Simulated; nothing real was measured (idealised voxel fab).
Presented below is a process module, voxel trench capacitor.
Pictured: cross-section cut, 270 nm wide, on a grid of 5 nm square cells.
In what follows, cross-sections appear as grids of square cells, described through bands that run from the top down, where every band is one or more rows of cells.
Top height, bottom height, nm. Materials left to right, width each, nm. Single material + "everywhere" = fills band edge to edge. "empty" = empty.
Height is counted from the level 0, under which the received wafer is composed throughout of one material. The lowest of the bands is not closed at the bottom but continues downward, in the notation "0 down".
With a width like "30->40", each row of cells in the band differs from the next by the same amount, the top row carrying the first number and the bottom row the second.
Step note "remains unaltered" = no cross-section cell changed.
Reported under the label "Enclosed void entries" are the empty spaces having no open way to the top and comprising 8 cells or more; the notation for each is width x height at distance, in which the distance is measured from the left edge and all three values are in nm.
Where a step's line continues beyond its settings, the continuation is a remark by the simulator itself on that step.
Regarding "overlay nm": on a step with a mask, it is the distance the mask lay to the right of its planned place; a negative value places it to the left.
Planned process steps:
- 1: RECEIVE [material Si]
- 2: CONFORMAL_DEP [material SiN] [thk nm 5]
- 3: PATTERN [tone open] [mask id TRENCH] [material resist] [width nm 25] [pitch nm 50] [thk nm 20] [overlay nm 0]
- 4: DIRECTIONAL_ETCH [etch materials SiN] [depth nm 5]
- 5: DIRECTIONAL_ETCH [etch materials Si] [depth nm 40]
- 6: STRIP [etch materials resist]
- 7: CONFORMAL_DEP [material SiO2] [thk nm 5]
- 8: FILL_DEP [material polySi] [thk nm 5]
- 9: CMP [height nm 5]
First out of two wafers; run went to plan:
Cross-section of the wafer upon arrival, representing the state reached after step 1:
> 0 down  Si everywhere
> Enclosed void entries: none
So this is the wafer cross-section right after step 2:
> 5 to 0  SiN everywhere
> Below 0, the layers are the same as they were.
So this is the wafer cross-section right after step 3:
> 25 to 5  resist 70 | empty 25 | resist 25 | empty 25 | resist 25 | empty 25 | resist 75
> Below 5, the layers are the same as they were.
So this is the wafer cross-section right after step 4:
> 25 to 5  resist 70 | empty 25 | resist 25 | empty 25 | resist 25 | empty 25 | resist 75
> 5 to 0  SiN 70 | empty 25 | SiN 25 | empty 25 | SiN 25 | empty 25 | SiN 75
> Below 0, the layers are the same as they were.
So this is the wafer cross-section right after step 5:
> 25 to 5  resist 70 | empty 25 | resist 25 | empty 25 | resist 25 | empty 25 | resist 75
> 5 to 0  SiN 70 | empty 25 | SiN 25 | empty 25 | SiN 25 | empty 25 | SiN 75
> 0 to -40  Si 70 | empty 25 | Si 25 | empty 25 | Si 25 | empty 25 | Si 75
> Below -40, the layers are the same as they were.
So this is the wafer cross-section right after step 6:
> 5 to 0  SiN 70 | empty 25 | SiN 25 | empty 25 | SiN 25 | empty 25 | SiN 75
> Below 0, the layers are the same as they were.
So this is the wafer cross-section right after step 7:
> 10 to 5  SiO2 75 | empty 15 | SiO2 35 | empty 15 | SiO2 35 | empty 15 | SiO2 80
> 5 to 0  SiN 70 | SiO2 5 | empty 15 | SiO2 5 | SiN 25 | SiO2 5 | empty 15 | SiO2 5 | SiN 25 | SiO2 5 | empty 15 | SiO2 5 | SiN 75
> 0 to -35  Si 70 | SiO2 5 | empty 15 | SiO2 5 | Si 25 | SiO2 5 | empty 15 | SiO2 5 | Si 25 | SiO2 5 | empty 15 | SiO2 5 | Si 75
> -35 to -40  Si 70 | SiO2 25 | Si 25 | SiO2 25 | Si 25 | SiO2 25 | Si 75
> Below -40, the layers are the same as they were.
So this is the wafer cross-section right after step 8:
> 15 to 10  polySi everywhere
> 10 to 5  SiO2 75 | polySi 15 | SiO2 35 | polySi 15 | SiO2 35 | polySi 15 | SiO2 80
> 5 to 0  SiN 70 | SiO2 5 | polySi 15 | SiO2 5 | SiN 25 | SiO2 5 | polySi 15 | SiO2 5 | SiN 25 | SiO2 5 | polySi 15 | SiO2 5 | SiN 75
> 0 to -35  Si 70 | SiO2 5 | polySi 15 | SiO2 5 | Si 25 | SiO2 5 | polySi 15 | SiO2 5 | Si 25 | SiO2 5 | polySi 15 | SiO2 5 | Si 75
> Below -35, the layers are the same as they were.
So this is the wafer cross-section right after step 9:
> 5 to 0  SiN 70 | SiO2 5 | polySi 15 | SiO2 5 | SiN 25 | SiO2 5 | polySi 15 | SiO2 5 | SiN 25 | SiO2 5 | polySi 15 | SiO2 5 | SiN 75
> Below 0, the layers are the same as they were.
Wafer two of two - same starting point, same process plan, one mistake in execution; matches wafer one up to and including step 4:
Cross-sectional representation of the second wafer at the time designated in the plan for the completion of step 5:
> 5 to 0  SiN 70 | empty 25 | SiN 25 | empty 25 | SiN 25 | empty 25 | SiN 75
> Below 0, the layers are the same as they were.
Cross-sectional representation of the second wafer at the time designated in the plan for the completion of step 6:
> 5 to 0  SiN 70 | empty 25 | SiN 25 | empty 25 | SiN 25 | empty 25 | SiN 75
> 0 to -40  Si 70 | empty 25 | Si 25 | empty 25 | Si 25 | empty 25 | Si 75
> Below -40, the layers are the same as they were.
Cross-sectional representation of the second wafer at the time designated in the plan for the completion of step 7:
> 10 to 5  SiO2 75 | empty 15 | SiO2 35 | empty 15 | SiO2 35 | empty 15 | SiO2 80
> 5 to 0  SiN 70 | SiO2 5 | empty 15 | SiO2 5 | SiN 25 | SiO2 5 | empty 15 | SiO2 5 | SiN 25 | SiO2 5 | empty 15 | SiO2 5 | SiN 75
> 0 to -35  Si 70 | SiO2 5 | empty 15 | SiO2 5 | Si 25 | SiO2 5 | empty 15 | SiO2 5 | Si 25 | SiO2 5 | empty 15 | SiO2 5 | Si 75
> -35 to -40  Si 70 | SiO2 25 | Si 25 | SiO2 25 | Si 25 | SiO2 25 | Si 75
> Below -40, the layers are the same as they were.
Cross-sectional representation of the second wafer at the time designated in the plan for the completion of step 8:
> 15 to 10  polySi everywhere
> 10 to 5  SiO2 75 | polySi 15 | SiO2 35 | polySi 15 | SiO2 35 | polySi 15 | SiO2 80
> 5 to 0  SiN 70 | SiO2 5 | polySi 15 | SiO2 5 | SiN 25 | SiO2 5 | polySi 15 | SiO2 5 | SiN 25 | SiO2 5 | polySi 15 | SiO2 5 | SiN 75
> 0 to -35  Si 70 | SiO2 5 | polySi 15 | SiO2 5 | Si 25 | SiO2 5 | polySi 15 | SiO2 5 | Si 25 | SiO2 5 | polySi 15 | SiO2 5 | Si 75
> Below -35, the layers are the same as they were.
Cross-sectional representation of the second wafer at the time designated in the plan for the completion of step 9:
> 5 to 0  SiN 70 | SiO2 5 | polySi 15 | SiO2 5 | SiN 25 | SiO2 5 | polySi 15 | SiO2 5 | SiN 25 | SiO2 5 | polySi 15 | SiO2 5 | SiN 75
> Below 0, the layers are the same as they were.
What was done differently from what was planned? ran 5 and 6 in swapped order versus the plan
Since the two wafers finish with cross-sections that are the same, nothing this model computes is changed by the mistake.
